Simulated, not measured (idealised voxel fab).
process module | voxel capacitor over wiring
cross-section cut | 215 nm wide | cells 5 nm
A cross-section is a grid of square cells, given in bands from the top down. A band is one or more rows of cells.
Each band's line starts with the height of the band's top and of its bottom, in nm. Then come its materials from left to right, each with its width in nm. One material with "throughout" fills the band from edge to edge. "air" is empty space.
Height 0 is the level under which the wafer as received is all one material. The lowest band goes on downwards, as in "0 down".
A width such as "30 to 40" changes by the same amount from each row of cells to the next, from the band's top row to its bottom row.
"no change" after a step means that no cell of the cross-section changed.
closed voids: empty space of 8 cells or more with no open way to the top, each as width x height at its distance from the left edge, in nm
after a step's settings: what the simulator itself notes on the step
overlay nm, on a step with a mask: how far to the right of its planned place the mask lay; to the left if negative
plan
1 op RECEIVE | material Si
2 op CONFORMAL_DEP | material SiO2 | thk nm 10
3 op CONFORMAL_DEP | material SiN | thk nm 5
4 op DIRECTIONAL_DEP | material lowk | thk nm 15
5 op MASKED_ETCH | tone open | mask id METAL_1 | width nm 30 | pitch nm 100 | etch materials lowk | depth nm 15 | overlay nm 0
6 op MASKED_ETCH | tone open | mask id METAL_1 | width nm 30 | pitch nm 100 | etch materials SiN | depth nm 5 | overlay nm 0
7 op CONFORMAL_DEP | material TiN | thk nm 5
8 op FILL_DEP | material Cu | thk nm 10
9 op CMP | height nm 30
10 op CONFORMAL_DEP | material SiCN | thk nm 5
11 op DIRECTIONAL_DEP | material SiO2 | thk nm 15
12 op DIRECTIONAL_DEP | material aC | thk nm 15
13 op PATTERN | tone open | mask id PLUG_1 | material resist | width nm 15 | thk nm 30 | overlay nm 0
14 op DIRECTIONAL_ETCH | etch materials aC | depth nm 15
15 op STRIP | etch materials resist
16 op DIRECTIONAL_ETCH | etch materials SiO2 | depth nm 15
17 op DIRECTIONAL_ETCH | etch materials SiCN | depth nm 5
18 op STRIP | etch materials aC
19 op CONFORMAL_DEP | material TiN | thk nm 5
20 op FILL_DEP | material Cu | thk nm 5
21 op CMP | height nm 50
22 op DIRECTIONAL_DEP | material TiN | thk nm 10
23 op DIRECTIONAL_DEP | material HfO2 | thk nm 5
24 op DIRECTIONAL_DEP | material TiN | thk nm 5
25 op DIRECTIONAL_DEP | material aC | thk nm 10
26 op PATTERN | tone cover | mask id UPPER_PLATE | material resist | width nm 75 | thk nm 30 | overlay nm 0
27 op DIRECTIONAL_ETCH | etch materials aC | depth nm 10
28 op STRIP | etch materials resist
29 op DIRECTIONAL_ETCH | etch materials TiN | depth nm 5
30 op DIRECTIONAL_ETCH | etch materials HfO2 | depth nm 5
31 op STRIP | etch materials aC
32 op DIRECTIONAL_DEP | material aC | thk nm 10
33 op PATTERN | tone cover | mask id LOWER_PLATE | material resist | width nm 85 | thk nm 25 | overlay nm 0
34 op DIRECTIONAL_ETCH | etch materials aC | depth nm 10
35 op STRIP | etch materials resist
36 op DIRECTIONAL_ETCH | etch materials TiN | depth nm 10
37 op STRIP | etch materials aC
38 op FILL_DEP | material SiO2 | thk nm 15
39 op CMP | height nm 80
40 op PATTERN | tone open | mask id PLUG_2 | material resist | width nm 15 | thk nm 15 | overlay nm 0
41 op DIRECTIONAL_ETCH | etch materials SiO2 | depth nm 10
42 op STRIP | etch materials resist
43 op CONFORMAL_DEP | material TiN | thk nm 5
44 op FILL_DEP | material W | thk nm 10
45 op CMP | height nm 80
46 op CONFORMAL_DEP | material SiCN | thk nm 5
as received, after step 1
  0 down: Si throughout
  closed voids: none
first wafer at the end, as planned
  85 to 80: SiCN throughout
  80 to 75: SiO2 65 | TiN 5 | W 5 | TiN 5 | SiO2 135
  75 to 65: SiO2 65 to 55 | TiN 15 to 75 | SiO2 135 to 85
  65 to 60: SiO2 55 | HfO2 75 | SiO2 85
  60 to 50: SiO2 50 | TiN 85 | SiO2 80
  50 to 35: SiO2 55 | TiN 5 | Cu 5 | TiN 5 | SiO2 145
  35 to 30: SiCN 55 | TiN 15 | SiCN 145
  30 to 15: lowk 40 | TiN 5 | Cu 20 | TiN 5 | lowk 70 | TiN 5 | Cu 20 | TiN 5 | lowk 45
  15 to 10: SiN 40 | TiN 30 | SiN 70 | TiN 30 | SiN 45
  10 to 0: SiO2 throughout
  0 down: Si throughout
  closed voids: none
second wafer at the end: like start, like plan, one mistake
  85 to 80: SiCN throughout
  80 to 75: SiO2 65 | TiN 5 | W 5 | TiN 5 | SiO2 135
  75 to 65: SiO2 65 to 55 | TiN 15 to 75 | SiO2 135 to 85
  65 to 60: SiO2 55 | HfO2 75 | SiO2 85
  60 to 50: SiO2 50 | TiN 85 | SiO2 80
  50 to 35: SiO2 55 | TiN 5 | Cu 5 | TiN 5 | SiO2 145
  35 to 30: SiCN 55 | TiN 15 | SiCN 145
  30 to 25: Cu throughout
  25 to 20: TiN 45 | Cu 20 | TiN 80 | Cu 20 | TiN 50
  20 to 15: lowk 40 | TiN 5 | Cu 20 | TiN 5 | lowk 70 | TiN 5 | Cu 20 | TiN 5 | lowk 45
  15 to 10: SiN 40 | TiN 30 | SiN 70 | TiN 30 | SiN 45
  10 to 0: SiO2 throughout
  0 down: Si throughout
  closed voids: none
what went wrong: step 4 ran as: op DIRECTIONAL_DEP | material lowk | thk nm 5
at the end the second wafer has, in cells: 35 more of Cu | 27 more of TiN | 62 fewer of lowk
